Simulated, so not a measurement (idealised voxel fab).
The following is a process module called voxel self aligned vias.
The width of the displayed cross-section, cut, is 265 nm; its cells are square, with a size of 5 nm.
Reading order for cross-sections: top band down to bottom band. Underlying form: a grid of square cells. Band size: one or more rows of cells.
First you get the band's top height and its bottom height, in nm, and then the materials it's made of, left to right, with each width in nm. If you see a single material with "everywhere", that one covers the band edge to edge. "air" is empty space.
We count height from 0. Below that, the starting wafer is all one material. The lowest band never ends at the bottom but goes on down; see "top 0, no bottom" for how that is written.
Width "30..40": first value at the band's top row of cells, second value at its bottom row, equal change from row to row.
"identical to before" (step): cross-section cells unchanged, all of them.
In the "Sealed voids" entry, you get each enclosed empty space of 8 cells or more, one with no open way to the top, written width x height at distance, distance from the left edge, in nm.
On a step's line, text after the settings is the simulator commenting on that step.
The setting "overlay nm" may be written on the line of a step. When the step uses a mask, the value reports how far to the right of the planned place the mask lay, and a negative value reports that it lay to the left.
### Below is the list of planned process steps
1 RECEIVE | material Si
2 CONFORMAL_DEP | material SiO2 | thk nm 15
3 CONFORMAL_DEP | material SiCN | thk nm 5
4 DIRECTIONAL_DEP | material lowk | thk nm 25
5 DIRECTIONAL_DEP | material aC | thk nm 10
6 PATTERN | tone open | mask id LINES | material resist | width nm 30 | pitch nm 80 | thk nm 30 | overlay nm 0
7 DIRECTIONAL_ETCH | etch materials aC | depth nm 10
8 STRIP | etch materials resist
9 DIRECTIONAL_ETCH | etch materials lowk | depth nm 25
10 STRIP | etch materials aC
11 CONFORMAL_DEP | material TiN | thk nm 5
12 FILL_DEP | material Ru | thk nm 10
13 CMP | height nm 45
14 SELECTIVE_ETCH | etch materials W Ru TiN | depth nm 10
15 FILL_DEP | material SiN | thk nm 5
16 CMP | height nm 45
17 DIRECTIONAL_DEP | material lowk | thk nm 15
18 DIRECTIONAL_DEP | material aC | thk nm 10
19 PATTERN | tone open | mask id VIAS | material resist | width nm 50 | pitch nm 160 | thk nm 30 | overlay nm 0
20 DIRECTIONAL_ETCH | etch materials aC | depth nm 10
21 STRIP | etch materials resist
22 DIRECTIONAL_ETCH | etch materials lowk | depth nm 15
23 DIRECTIONAL_ETCH | etch materials SiN | depth nm 10
24 STRIP | etch materials aC
25 CONFORMAL_DEP | material TiN | thk nm 5
26 FILL_DEP | material Cu | thk nm 10
27 CMP | height nm 60
28 CONFORMAL_DEP | material SiCN | thk nm 5
### Wafer at receipt (post step 1), cross-section
top 0, no bottom: Si everywhere
Sealed voids: none
### Cross-sectional result after module completion. Note: starting condition and plan are unchanged from above; one processing mistake was made
top 65, bottom 60: SiCN everywhere
top 60, bottom 55: TiN (30), Cu (40), TiN (120), Cu (40), TiN (35)
top 55, bottom 45: lowk (25), TiN (5), Cu (40), TiN (5), lowk (110), TiN (5), Cu (40), TiN (5), lowk (30)
top 45, bottom 40: lowk (25), TiN (15), Cu (20), TiN (15), lowk (40), SiN (30), lowk (40), TiN (15), Cu (20), TiN (15), lowk (30)
top 40, bottom 35: lowk (35), TiN (30), lowk (50), SiN (30), lowk (50), TiN (30), lowk (40)
top 35, bottom 25: lowk (35), TiN (5), Ru (20), TiN (5), lowk (50), TiN (5), Ru (20), TiN (5), lowk (50), TiN (5), Ru (20), TiN (5), lowk (40)
top 25, bottom 20: lowk (35), TiN (30), lowk (50), TiN (30), lowk (50), TiN (30), lowk (40)
top 20, bottom 15: SiCN everywhere
top 15, bottom 0: SiO2 everywhere
top 0, no bottom: Si everywhere
Sealed voids: none
Plan not followed: step 17: run off-plan, actual operation and settings DIRECTIONAL_DEP | material lowk | thk nm 10
